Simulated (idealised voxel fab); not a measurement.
Presented below is a process module, voxel capacitor over wiring.
295 nm wide, 5 nm square cells: that's cross-section cut.
Cross-section spec: square-cell grid; bands listed top down; each band is one or more rows. Read a band's entry like this: the first values are the height of its top and the height of its bottom in nm, and what follows is the sequence of materials from left to right, each with its width in nm. Note that "blank" is empty space, and that a single material marked "everywhere" reaches across the band from edge to edge. Height 0 is the level under which the wafer as received is all one material. The lowest band goes on downwards, as in "0 -> down". Note: "30 to 40" means the width goes from the first number (top row of the band) to the second number (bottom row) in equal steps per row of cells. "nothing changed" -> step changed no cross-section cell. Under "Completely enclosed voids" you'll find the enclosed gaps, the ones with no way out to the top, that are 8 cells or bigger; each reads width x height at distance, with distance counted from the left edge, everything in nm. Post-settings text on a step line: simulator's own remark regarding the step. What "overlay nm" on a step's line means: if the step has a mask, that mask lay this far to the right of its planned place, or, when the value is negative, to the left.

### Process steps (planned)
1: RECEIVE,material Si
2: CONFORMAL_DEP,material SiO2,thk nm 15
3: DIRECTIONAL_DEP,material TiN,thk nm 5
4: DIRECTIONAL_DEP,material W,thk nm 15
5: PATTERN,tone cover,mask id METAL_1,material resist,width nm 15,pitch nm 95,thk nm 15,overlay nm 0
6: DIRECTIONAL_ETCH,etch materials W,depth nm 15
7: DIRECTIONAL_ETCH,etch materials TiN,depth nm 5
8: STRIP,etch materials resist
9: CONFORMAL_DEP,material SiCN,thk nm 5
10: FILL_DEP,material SiO2,thk nm 5
11: CMP,height nm 35
12: CONFORMAL_DEP,material SiCN,thk nm 5
13: DIRECTIONAL_DEP,material lowk,thk nm 15
14: MASKED_ETCH,tone open,mask id PLUG_1,width nm 15,etch materials lowk,depth nm 15,overlay nm 0
15: MASKED_ETCH,tone open,mask id PLUG_1,width nm 15,etch materials SiCN,depth nm 5,overlay nm 0
16: CONFORMAL_DEP,material TiN,thk nm 5
17: FILL_DEP,material Ru,thk nm 5
18: CMP,height nm 55
19: DIRECTIONAL_DEP,material TiN,thk nm 5
20: DIRECTIONAL_DEP,material Al2O3,thk nm 5
21: DIRECTIONAL_DEP,material TiN,thk nm 5
22: DIRECTIONAL_DEP,material aC,thk nm 15
23: PATTERN,tone cover,mask id UPPER_PLATE,material resist,width nm 75,thk nm 35,overlay nm 0
24: DIRECTIONAL_ETCH,etch materials aC,depth nm 15
25: STRIP,etch materials resist
26: DIRECTIONAL_ETCH,etch materials TiN,depth nm 5
27: DIRECTIONAL_ETCH,etch materials Al2O3,depth nm 5
28: STRIP,etch materials aC
29: DIRECTIONAL_DEP,material aC,thk nm 10
30: PATTERN,tone cover,mask id LOWER_PLATE,material resist,width nm 85,thk nm 25,overlay nm 0
31: DIRECTIONAL_ETCH,etch materials aC,depth nm 10
32: STRIP,etch materials resist
33: DIRECTIONAL_ETCH,etch materials TiN,depth nm 5
34: STRIP,etch materials aC
35: FILL_DEP,material SiO2,thk nm 20
36: CMP,height nm 85
37: PATTERN,tone open,mask id PLUG_2,material resist,width nm 15,thk nm 20,overlay nm 0
38: DIRECTIONAL_ETCH,etch materials SiO2,depth nm 15
39: STRIP,etch materials resist
40: CONFORMAL_DEP,material TiN,thk nm 5
41: FILL_DEP,material W,thk nm 5
42: CMP,height nm 85
43: CONFORMAL_DEP,material SiN,thk nm 5
It is noted that the wafers described herein are identical at the outset and are distinguished by the width nm of step 5; the value stated in the plan corresponds to the first wafer.

### The as-received cross-section of the first of several wafers corresponds to the state after step 1
> 0 -> down | Si everywhere
> Completely enclosed voids: none

### Cross-section of the first of several wafers, taken after step 43, where the module ends
> 90 -> 85 | SiN everywhere
> 85 -> 75 | SiO2: 105, TiN: 5, W: 5, TiN: 5, SiO2: 175
> 75 -> 65 | SiO2: 105 to 95, TiN: 15 to 75, SiO2: 175 to 125
> 65 -> 60 | SiO2: 95, Al2O3: 75, SiO2: 125
> 60 -> 55 | SiO2: 90, TiN: 85, SiO2: 120
> 55 -> 40 | lowk: 95, TiN: 5, Ru: 5, TiN: 5, lowk: 185
> 40 -> 35 | SiCN: 95, TiN: 15, SiCN: 185
> 35 -> 20 | SiO2: 85, SiCN: 5, W: 15, SiCN: 5, SiO2: 70, SiCN: 5, W: 15, SiCN: 5, SiO2: 90
> 20 -> 15 | SiCN: 90, TiN: 15, SiCN: 80, TiN: 15, SiCN: 95
> 15 -> 0 | SiO2 everywhere
> 0 -> down | Si everywhere
> Completely enclosed voids: none

### Last wafer, end of module, cross-section
> 90 -> 85 | SiN everywhere
> 85 -> 75 | SiO2: 105, TiN: 5, W: 5, TiN: 5, SiO2: 175
> 75 -> 65 | SiO2: 105 to 95, TiN: 15 to 75, SiO2: 175 to 125
> 65 -> 60 | SiO2: 95, Al2O3: 75, SiO2: 125
> 60 -> 55 | SiO2: 90, TiN: 85, SiO2: 120
> 55 -> 40 | lowk: 95, TiN: 5, Ru: 5, TiN: 5, lowk: 185
> 40 -> 35 | SiCN: 95, TiN: 15, SiCN: 185
> 35 -> 20 | SiO2: 75, SiCN: 5, W: 40, SiCN: 5, SiO2: 45, SiCN: 5, W: 40, SiCN: 5, SiO2: 75
> 20 -> 15 | SiCN: 80, TiN: 40, SiCN: 55, TiN: 40, SiCN: 80
> 15 -> 0 | SiO2 everywhere
> 0 -> down | Si everywhere
> Completely enclosed voids: none

### So in this table every wafer gets its own row, and what you see is where it stands at the end of the module: for each material, how many cells it picked up (+) or gave up (-) since we received it, and after that its closed voids
width nm 15; +15 Al2O3; +3 Ru; +121 SiCN; +59 SiN; +622 SiO2; +54 TiN; +20 W; +168 lowk; Completely enclosed voids: none
width nm 20; +15 Al2O3; +3 Ru; +119 SiCN; +59 SiN; +616 SiO2; +56 TiN; +26 W; +168 lowk; Completely enclosed voids: none
width nm 25; +15 Al2O3; +3 Ru; +117 SiCN; +59 SiN; +610 SiO2; +58 TiN; +32 W; +168 lowk; Completely enclosed voids: none
width nm 30; +15 Al2O3; +3 Ru; +115 SiCN; +59 SiN; +604 SiO2; +60 TiN; +38 W; +168 lowk; Completely enclosed voids: none
width nm 35; +15 Al2O3; +3 Ru; +113 SiCN; +59 SiN; +598 SiO2; +62 TiN; +44 W; +168 lowk; Completely enclosed voids: none
width nm 40; +15 Al2O3; +3 Ru; +111 SiCN; +59 SiN; +592 SiO2; +64 TiN; +50 W; +168 lowk; Completely enclosed voids: none
